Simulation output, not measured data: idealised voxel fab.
process module | voxel spacer lines
cross-section cut | 290 nm wide | cells 5 nm
A cross-section is a grid of square cells, given in bands from the top down. A band is one or more rows of cells.
Each band's line starts with the height of the band's top and of its bottom, in nm. Then come its materials from left to right, each with its width in nm. One material with "throughout" fills the band from edge to edge. "air" is empty space.
Height 0 is the level under which the wafer as received is all one material. The lowest band goes on downwards, as in "0 down".
A width such as "30 to 40" changes by the same amount from each row of cells to the next, from the band's top row to its bottom row.
"no change" after a step means that no cell of the cross-section changed.
closed voids: empty space of 8 cells or more with no open way to the top, each as width x height at its distance from the left edge, in nm
after a step's settings: what the simulator itself notes on the step
overlay nm, on a step with a mask: how far to the right of its planned place the mask lay; to the left if negative
plan
1 op RECEIVE | material Si
2 op CONFORMAL_DEP | material Al2O3 | thk nm 10
3 op DIRECTIONAL_DEP | material polySi | thk nm 20
4 op DIRECTIONAL_DEP | material aC | thk nm 20
5 op PATTERN | tone cover | mask id MANDREL | material resist | width nm 20 | pitch nm 70 | thk nm 30 | overlay nm 0
6 op DIRECTIONAL_ETCH | etch materials aC | depth nm 20
7 op STRIP | etch materials resist
8 op CONFORMAL_DEP | material SiN | thk nm 15
9 op DIRECTIONAL_ETCH | etch materials SiN | depth nm 15
10 op STRIP | etch materials aC
11 op DIRECTIONAL_ETCH | etch materials polySi | depth nm 20
12 op STRIP | etch materials SiN
13 op FILL_DEP | material lowk | thk nm 5
14 op CMP | height nm 30
first wafer, as planned
as received, after step 1
  0 down: Si throughout
  closed voids: none
after step 2
  10 to 0: Al2O3 throughout
  below 0: unchanged
after step 3
  30 to 10: polySi throughout
  below 10: unchanged
after step 4
  50 to 30: aC throughout
  below 30: unchanged
after step 5
  80 to 50: air 100 | resist 20 | air 50 | resist 20 | air 100
  below 50: unchanged
after step 6
  60 to 50: air 100 | resist 20 | air 50 | resist 20 | air 100
  50 to 30: air 100 | aC 20 | air 50 | aC 20 | air 100
  below 30: unchanged
after step 7
  50 to 30: air 100 | aC 20 | air 50 | aC 20 | air 100
  below 30: unchanged
after step 8
  65 to 50: air 85 | SiN 50 | air 20 | SiN 50 | air 85
  50 to 45: air 85 | SiN 15 | aC 20 | SiN 15 | air 20 | SiN 15 | aC 20 | SiN 15 | air 85
  45 to 30: SiN 100 | aC 20 | SiN 50 | aC 20 | SiN 100
  below 30: unchanged
after step 9
  50 to 30: air 85 | SiN 15 | aC 20 | SiN 15 | air 20 | SiN 15 | aC 20 | SiN 15 | air 85
  below 30: unchanged
after step 10
  50 to 30: air 85 | SiN 15 | air 20 | SiN 15 | air 20 | SiN 15 | air 20 | SiN 15 | air 85
  below 30: unchanged
after step 11
  50 to 30: air 85 | SiN 15 | air 20 | SiN 15 | air 20 | SiN 15 | air 20 | SiN 15 | air 85
  30 to 10: air 85 | polySi 15 | air 20 | polySi 15 | air 20 | polySi 15 | air 20 | polySi 15 | air 85
  below 10: unchanged
after step 12
  30 to 10: air 85 | polySi 15 | air 20 | polySi 15 | air 20 | polySi 15 | air 20 | polySi 15 | air 85
  below 10: unchanged
after step 13
  35 to 30: lowk throughout
  30 to 10: lowk 85 | polySi 15 | lowk 20 | polySi 15 | lowk 20 | polySi 15 | lowk 20 | polySi 15 | lowk 85
  below 10: unchanged
after step 14
  30 to 10: lowk 85 | polySi 15 | lowk 20 | polySi 15 | lowk 20 | polySi 15 | lowk 20 | polySi 15 | lowk 85
  below 10: unchanged
second wafer: like start, like plan, one mistake. Through step 4 it matches the first wafer
when step 5 should have ended
  80 to 50: air 90 | resist 20 | air 50 | resist 20 | air 110
  below 50: unchanged
when step 6 should have ended
  60 to 50: air 90 | resist 20 | air 50 | resist 20 | air 110
  50 to 30: air 90 | aC 20 | air 50 | aC 20 | air 110
  below 30: unchanged
when step 7 should have ended
  50 to 30: air 90 | aC 20 | air 50 | aC 20 | air 110
  below 30: unchanged
when step 8 should have ended
  65 to 50: air 75 | SiN 50 | air 20 | SiN 50 | air 95
  50 to 45: air 75 | SiN 15 | aC 20 | SiN 15 | air 20 | SiN 15 | aC 20 | SiN 15 | air 95
  45 to 30: SiN 90 | aC 20 | SiN 50 | aC 20 | SiN 110
  below 30: unchanged
when step 9 should have ended
  50 to 30: air 75 | SiN 15 | aC 20 | SiN 15 | air 20 | SiN 15 | aC 20 | SiN 15 | air 95
  below 30: unchanged
when step 10 should have ended
  50 to 30: air 75 | SiN 15 | air 20 | SiN 15 | air 20 | SiN 15 | air 20 | SiN 15 | air 95
  below 30: unchanged
when step 11 should have ended
  50 to 30: air 75 | SiN 15 | air 20 | SiN 15 | air 20 | SiN 15 | air 20 | SiN 15 | air 95
  30 to 10: air 75 | polySi 15 | air 20 | polySi 15 | air 20 | polySi 15 | air 20 | polySi 15 | air 95
  below 10: unchanged
when step 12 should have ended
  30 to 10: air 75 | polySi 15 | air 20 | polySi 15 | air 20 | polySi 15 | air 20 | polySi 15 | air 95
  below 10: unchanged
when step 13 should have ended
  35 to 30: lowk throughout
  30 to 10: lowk 75 | polySi 15 | lowk 20 | polySi 15 | lowk 20 | polySi 15 | lowk 20 | polySi 15 | lowk 95
  below 10: unchanged
when step 14 should have ended
  30 to 10: lowk 75 | polySi 15 | lowk 20 | polySi 15 | lowk 20 | polySi 15 | lowk 20 | polySi 15 | lowk 95
  below 10: unchanged
what went wrong: step 5 ran as: op PATTERN | tone cover | mask id MANDREL | material resist | width nm 20 | pitch nm 70 | thk nm 30 | overlay nm -10
at the end the second wafer has, in cells: as many of each material as the first, in other places
